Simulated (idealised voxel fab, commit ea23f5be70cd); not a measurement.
Process module under the name voxel ribs on slabs
Square cells of 5 nm make up the cross-section cut, whose width is 280 nm.
Cross-sections here: square-cell grids, written as top-down lists of bands, a band being one or more rows of cells. Each band's line starts with the height of the band's top and of its bottom, in nm. Then come its materials from left to right, each with its width in nm. One material with "throughout" fills the band from edge to edge. "air" is empty space. Beneath 0, the wafer as received is one material, and that level is where height counting begins. The lowest band goes on downward without a bottom; it is written like "0 and below". The width entry "30->40" should be interpreted row by row: the top row of cells in the band takes the first number, the bottom row takes the second number, and the change between adjacent rows is uniform throughout. The designation "changes: none", where it is given for a processing step, indicates that no cell of the cross-section was altered in the course of that step. Each empty space that has no open way to the top and spans at least 8 cells appears under "Closed void list" as width x height at distance, the distance counted from the left edge, all in nm. Post-settings text on a step line: simulator's own remark regarding the step. Steps that use a mask can have "overlay nm" on their line. It says how far the mask sat to the right of where it was meant to be. Negative means to the left.

Listed below are the process steps as planned:
| 1 | RECEIVE [material Si] |
| 2 | DIRECTIONAL_DEP [material SiO2] [thk nm 25] |
| 3 | DIRECTIONAL_DEP [material polySi] [thk nm 15] |
| 4 | DIRECTIONAL_DEP [material aC] [thk nm 10] |
| 5 | PATTERN [tone cover] [mask id RIB] [material resist] [width nm 15] [thk nm 30] [overlay nm 0] |
| 6 | DIRECTIONAL_ETCH [etch materials aC] [depth nm 10] |
| 7 | STRIP [etch materials resist] |
| 8 | DIRECTIONAL_ETCH [etch materials polySi] [depth nm 10] |
| 9 | STRIP [etch materials aC] |
| 10 | DIRECTIONAL_DEP [material aC] [thk nm 15] |
| 11 | PATTERN [tone cover] [mask id SLAB] [material resist] [width nm 55] [thk nm 35] [overlay nm 0] |
| 12 | DIRECTIONAL_ETCH [etch materials aC] [depth nm 15] |
| 13 | STRIP [etch materials resist] |
| 14 | DIRECTIONAL_ETCH [etch materials polySi] [depth nm 5] |
| 15 | STRIP [etch materials aC] |
| 16 | FILL_DEP [material SiO2] [thk nm 20] |
| 17 | CMP [height nm 50] |
| 18 | DIRECTIONAL_DEP [material TiN] [thk nm 5] |
| 19 | DIRECTIONAL_DEP [material aC] [thk nm 15] |
| 20 | PATTERN [tone cover] [mask id HEATER] [material resist] [width nm 25] [thk nm 35] [overlay nm 0] |
| 21 | DIRECTIONAL_ETCH [etch materials aC] [depth nm 15] |
| 22 | STRIP [etch materials resist] |
| 23 | DIRECTIONAL_ETCH [etch materials TiN] [depth nm 5] |
| 24 | STRIP [etch materials aC] |
| 25 | CONFORMAL_DEP [material SiO2] [thk nm 10] |

Of two wafers, the first: run according to plan:

Received-state cross-section, reflecting completion of step 1:
0 and below: Si throughout
Closed void list: none

So this is the wafer cross-section right after step 2:
25 down to 0: SiO2 throughout
Below a height of 0, the structure has not been altered.

So this is the wafer cross-section right after step 3:
40 down to 25: polySi throughout
Below a height of 25, the structure has not been altered.

So this is the wafer cross-section right after step 4:
50 down to 40: aC throughout
Below a height of 40, the structure has not been altered.

So this is the wafer cross-section right after step 5:
80 down to 50: air=130 | resist=15 | air=135
Below a height of 50, the structure has not been altered.

So this is the wafer cross-section right after step 6:
70 down to 50: air=130 | resist=15 | air=135
50 down to 40: air=130 | aC=15 | air=135
Below a height of 40, the structure has not been altered.

So this is the wafer cross-section right after step 7:
50 down to 40: air=130 | aC=15 | air=135
Below a height of 40, the structure has not been altered.

So this is the wafer cross-section right after step 8:
50 down to 40: air=130 | aC=15 | air=135
40 down to 30: air=130 | polySi=15 | air=135
Below a height of 30, the structure has not been altered.

So this is the wafer cross-section right after step 9:
40 down to 30: air=130 | polySi=15 | air=135
Below a height of 30, the structure has not been altered.

So this is the wafer cross-section right after step 10:
55 down to 45: air=130 | aC=15 | air=135
45 down to 40: aC throughout
40 down to 30: aC=130 | polySi=15 | aC=135
Below a height of 30, the structure has not been altered.

So this is the wafer cross-section right after step 11:
90 down to 55: air=110 | resist=55 | air=115
55 down to 45: air=110 | resist=20 | aC=15 | resist=20 | air=115
Below a height of 45, the structure has not been altered.

So this is the wafer cross-section right after step 12:
75 down to 55: air=110 | resist=55 | air=115
55 down to 45: air=110 | resist=20 | aC=15 | resist=20 | air=115
45 down to 40: air=110 | aC=55 | air=115
40 down to 30: air=110 | aC=20 | polySi=15 | aC=20 | air=115
Below a height of 30, the structure has not been altered.

So this is the wafer cross-section right after step 13:
55 down to 45: air=130 | aC=15 | air=135
Below a height of 45, the structure has not been altered.

So this is the wafer cross-section right after step 14:
55 down to 45: air=130 | aC=15 | air=135
45 down to 40: air=110 | aC=55 | air=115
40 down to 30: air=110 | aC=20 | polySi=15 | aC=20 | air=115
30 down to 25: air=110 | polySi=55 | air=115
Below a height of 25, the structure has not been altered.

So this is the wafer cross-section right after step 15:
40 down to 30: air=130 | polySi=15 | air=135
Below a height of 30, the structure has not been altered.

So this is the wafer cross-section right after step 16:
60 down to 40: SiO2 throughout
40 down to 30: SiO2=130 | polySi=15 | SiO2=135
30 down to 25: SiO2=110 | polySi=55 | SiO2=115
Below a height of 25, the structure has not been altered.

So this is the wafer cross-section right after step 17:
50 down to 40: SiO2 throughout
Below a height of 40, the structure has not been altered.

So this is the wafer cross-section right after step 18:
55 down to 50: TiN throughout
Below a height of 50, the structure has not been altered.

So this is the wafer cross-section right after step 19:
70 down to 55: aC throughout
Below a height of 55, the structure has not been altered.

So this is the wafer cross-section right after step 20:
105 down to 70: air=125 | resist=25 | air=130
Below a height of 70, the structure has not been altered.

So this is the wafer cross-section right after step 21:
90 down to 70: air=125 | resist=25 | air=130
70 down to 55: air=125 | aC=25 | air=130
Below a height of 55, the structure has not been altered.

So this is the wafer cross-section right after step 22:
70 down to 55: air=125 | aC=25 | air=130
Below a height of 55, the structure has not been altered.

So this is the wafer cross-section right after step 23:
70 down to 55: air=125 | aC=25 | air=130
55 down to 50: air=125 | TiN=25 | air=130
Below a height of 50, the structure has not been altered.

So this is the wafer cross-section right after step 24:
55 down to 50: air=125 | TiN=25 | air=130
Below a height of 50, the structure has not been altered.

So this is the wafer cross-section right after step 25:
65 down to 60: air=115 | SiO2=45 | air=120
60 down to 55: SiO2 throughout
55 down to 50: SiO2=125 | TiN=25 | SiO2=130
Below a height of 50, the structure has not been altered.

Second wafer. Start and plan as for the first. One mistake made in running. Agrees with the first up to and including step 2:

Second wafer at the planned finish of step 3, seen in cross-section:
55 down to 25: polySi throughout
Below a height of 25, the structure has not been altered.

Second wafer at the planned finish of step 4, seen in cross-section:
65 down to 55: aC throughout
Below a height of 55, the structure has not been altered.

Second wafer at the planned finish of step 5, seen in cross-section:
95 down to 65: air=130 | resist=15 | air=135
Below a height of 65, the structure has not been altered.

Second wafer at the planned finish of step 6, seen in cross-section:
85 down to 65: air=130 | resist=15 | air=135
65 down to 55: air=130 | aC=15 | air=135
Below a height of 55, the structure has not been altered.

Second wafer at the planned finish of step 7, seen in cross-section:
65 down to 55: air=130 | aC=15 | air=135
Below a height of 55, the structure has not been altered.

Second wafer at the planned finish of step 8, seen in cross-section:
65 down to 55: air=130 | aC=15 | air=135
55 down to 45: air=130 | polySi=15 | air=135
Below a height of 45, the structure has not been altered.

Second wafer at the planned finish of step 9, seen in cross-section:
55 down to 45: air=130 | polySi=15 | air=135
Below a height of 45, the structure has not been altered.

Second wafer at the planned finish of step 10, seen in cross-section:
70 down to 60: air=130 | aC=15 | air=135
60 down to 55: aC throughout
55 down to 45: aC=130 | polySi=15 | aC=135
Below a height of 45, the structure has not been altered.

Second wafer at the planned finish of step 11, seen in cross-section:
105 down to 70: air=110 | resist=55 | air=115
70 down to 60: air=110 | resist=20 | aC=15 | resist=20 | air=115
Below a height of 60, the structure has not been altered.

Second wafer at the planned finish of step 12, seen in cross-section:
90 down to 70: air=110 | resist=55 | air=115
70 down to 60: air=110 | resist=20 | aC=15 | resist=20 | air=115
60 down to 55: air=110 | aC=55 | air=115
55 down to 45: air=110 | aC=20 | polySi=15 | aC=20 | air=115
Below a height of 45, the structure has not been altered.

Second wafer at the planned finish of step 13, seen in cross-section:
70 down to 60: air=130 | aC=15 | air=135
Below a height of 60, the structure has not been altered.

Second wafer at the planned finish of step 14, seen in cross-section:
70 down to 60: air=130 | aC=15 | air=135
60 down to 55: air=110 | aC=55 | air=115
55 down to 45: air=110 | aC=20 | polySi=15 | aC=20 | air=115
45 down to 40: air=110 | polySi=55 | air=115
Below a height of 40, the structure has not been altered.

Second wafer at the planned finish of step 15, seen in cross-section:
55 down to 45: air=130 | polySi=15 | air=135
Below a height of 45, the structure has not been altered.

Second wafer at the planned finish of step 16, seen in cross-section:
75 down to 55: SiO2 throughout
55 down to 45: SiO2=130 | polySi=15 | SiO2=135
45 down to 40: SiO2=110 | polySi=55 | SiO2=115
Below a height of 40, the structure has not been altered.

Second wafer at the planned finish of step 17, seen in cross-section:
50 down to 40: SiO2=130->110 | polySi=15->55 | SiO2=135->115
Below a height of 40, the structure has not been altered.

Second wafer at the planned finish of step 18, seen in cross-section:
55 down to 50: TiN throughout
Below a height of 50, the structure has not been altered.

Second wafer at the planned finish of step 19, seen in cross-section:
70 down to 55: aC throughout
Below a height of 55, the structure has not been altered.

Second wafer at the planned finish of step 20, seen in cross-section:
105 down to 70: air=125 | resist=25 | air=130
Below a height of 70, the structure has not been altered.

Second wafer at the planned finish of step 21, seen in cross-section:
90 down to 70: air=125 | resist=25 | air=130
70 down to 55: air=125 | aC=25 | air=130
Below a height of 55, the structure has not been altered.

Second wafer at the planned finish of step 22, seen in cross-section:
70 down to 55: air=125 | aC=25 | air=130
Below a height of 55, the structure has not been altered.

Second wafer at the planned finish of step 23, seen in cross-section:
70 down to 55: air=125 | aC=25 | air=130
55 down to 50: air=125 | TiN=25 | air=130
Below a height of 50, the structure has not been altered.

Second wafer at the planned finish of step 24, seen in cross-section:
55 down to 50: air=125 | TiN=25 | air=130
Below a height of 50, the structure has not been altered.

Second wafer at the planned finish of step 25, seen in cross-section:
65 down to 60: air=115 | SiO2=45 | air=120
60 down to 55: SiO2 throughout
55 down to 50: SiO2=125 | TiN=25 | SiO2=130
Below a height of 50, the structure has not been altered.
The plan and the run diverged here: step 3 of the plan was carried out twice
Bottom line after processing is that, in cells, the second wafer is up or down on some materials versus the first: SiO2: 165 fewer, polySi: 165 more
